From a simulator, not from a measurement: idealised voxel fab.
Presented below is a process module, voxel air gaps.
Cross-section cut spans 220 nm and uses square cells 5 nm in size.
A cross-section is written here as square cells arranged in a grid, and it is given in bands from the top down, each band taking up one or more rows of cells.
For a band, the entry starts with two heights in nm, that of the top and then that of the bottom, and carries on with the band's materials in order from left to right, each alongside its width in nm; the word "throughout" beside a single material means it fills the band edge to edge, and "blank" means empty space.
Heights are expressed relative to 0, this being the level below which the as-received wafer comprises one material exclusively. The lowest band is unbounded in the downward direction and is denoted as in "0..down".
You'd read "30..40" like this: the band's top row of cells is as wide as the first number, its bottom row is as wide as the second, and going down, every row changes width by the same amount as the row before did.
Where the words "no modifications" appear for a step, the cross-section shows no cell changed by that step; every cell remained as before.
The entry "Listed closed voids" lists the empty spaces that cover at least 8 cells and have no open path to the top. Each is written as width x height at distance, where the distance is measured from the left edge and all three values are in nm.
Formally, on a step line, whatever follows the settings is a remark that the simulator itself makes on the step.
If you see "overlay nm" on a step's line and that step has a mask, it's telling you how far right of where it was planned the mask ended up; a negative number means it went left instead.
[The steps planned for the process are as follows]
step 1: RECEIVE, material Si
step 2: CONFORMAL_DEP, material SiO2, thk nm 10
step 3: CONFORMAL_DEP, material SiCN, thk nm 5
step 4: DIRECTIONAL_DEP, material SiO2, thk nm 30
step 5: PATTERN, tone open, mask id LINES, material resist, width nm 25, pitch nm 50, thk nm 15, overlay nm 0
step 6: DIRECTIONAL_ETCH, etch materials SiO2, depth nm 30
step 7: STRIP, etch materials resist
step 8: CONFORMAL_DEP, material TiN, thk nm 5
step 9: FILL_DEP, material Ru, thk nm 5
step 10: CMP, height nm 45
step 11: EPI, material Ru, thk nm 10
step 12: SELECTIVE_ETCH, etch materials SiO2, depth nm 40
step 13: CONFORMAL_DEP, material SiCN, thk nm 5
[Incoming wafer in cross-section (state: after step 1)]
0..down: Si throughout
Listed closed voids: none
[Cross-sectional view of the first of the two wafers upon completion of the module, processed in accordance with the plan]
60..55: blank=5 / SiCN=205 / blank=10
55..45: blank=5 / SiCN=5 / Ru=45 / SiCN=5 / Ru=45 / SiCN=5 / Ru=45 / SiCN=5 / Ru=45 / SiCN=5 / blank=10
45..40: blank=5 / SiCN=15 / TiN=5 / Ru=15 / TiN=5 / SiCN=25 / TiN=5 / Ru=15 / TiN=5 / SiCN=25 / TiN=5 / Ru=15 / TiN=5 / SiCN=25 / TiN=5 / Ru=15 / TiN=5 / SiCN=15 / blank=10
40..20: blank=15 / SiCN=5 / TiN=5 / Ru=15 / TiN=5 / SiCN=5 / blank=15 / SiCN=5 / TiN=5 / Ru=15 / TiN=5 / SiCN=5 / blank=15 / SiCN=5 / TiN=5 / Ru=15 / TiN=5 / SiCN=5 / blank=15 / SiCN=5 / TiN=5 / Ru=15 / TiN=5 / SiCN=5 / blank=20
20..15: SiCN=20 / TiN=25 / SiCN=25 / TiN=25 / SiCN=25 / TiN=25 / SiCN=25 / TiN=25 / SiCN=25
15..10: SiCN throughout
10..0: SiO2 throughout
0..down: Si throughout
Listed closed voids: 15 x 20 at 50; 15 x 20 at 100; 15 x 20 at 150
[Wafer two, end of module, cross-section. Same start, same plan as wafer one. One mistake in the run]
60..55: blank=10 / SiCN=200 / blank=10
55..45: blank=10 / SiCN=5 / Ru=40 / SiCN=10 / Ru=40 / SiCN=10 / Ru=40 / SiCN=10 / Ru=40 / SiCN=5 / blank=10
45..40: blank=10 / SiCN=15 / TiN=5 / Ru=10 / TiN=5 / SiCN=30 / TiN=5 / Ru=10 / TiN=5 / SiCN=30 / TiN=5 / Ru=10 / TiN=5 / SiCN=30 / TiN=5 / Ru=10 / TiN=5 / SiCN=15 / blank=10
40..20: blank=20 / SiCN=5 / TiN=5 / Ru=10 / TiN=5 / SiCN=5 / blank=20 / SiCN=5 / TiN=5 / Ru=10 / TiN=5 / SiCN=5 / blank=20 / SiCN=5 / TiN=5 / Ru=10 / TiN=5 / SiCN=5 / blank=20 / SiCN=5 / TiN=5 / Ru=10 / TiN=5 / SiCN=5 / blank=20
20..15: SiCN=25 / TiN=20 / SiCN=30 / TiN=20 / SiCN=30 / TiN=20 / SiCN=30 / TiN=20 / SiCN=25
15..10: SiCN throughout
10..0: SiO2 throughout
0..down: Si throughout
Listed closed voids: 20 x 20 at 50; 20 x 20 at 100; 20 x 20 at 150
Which mistake was made when the wafer was run? for step 5, the planned setting was not used; the step was instead run as PATTERN, tone open, mask id LINES, material resist, width nm 20, pitch nm 50, thk nm 15, overlay nm 0
Wafer comparison, final, in cells, second relative to first, materials more or fewer: -28 Ru; +12 SiCN; -4 TiN
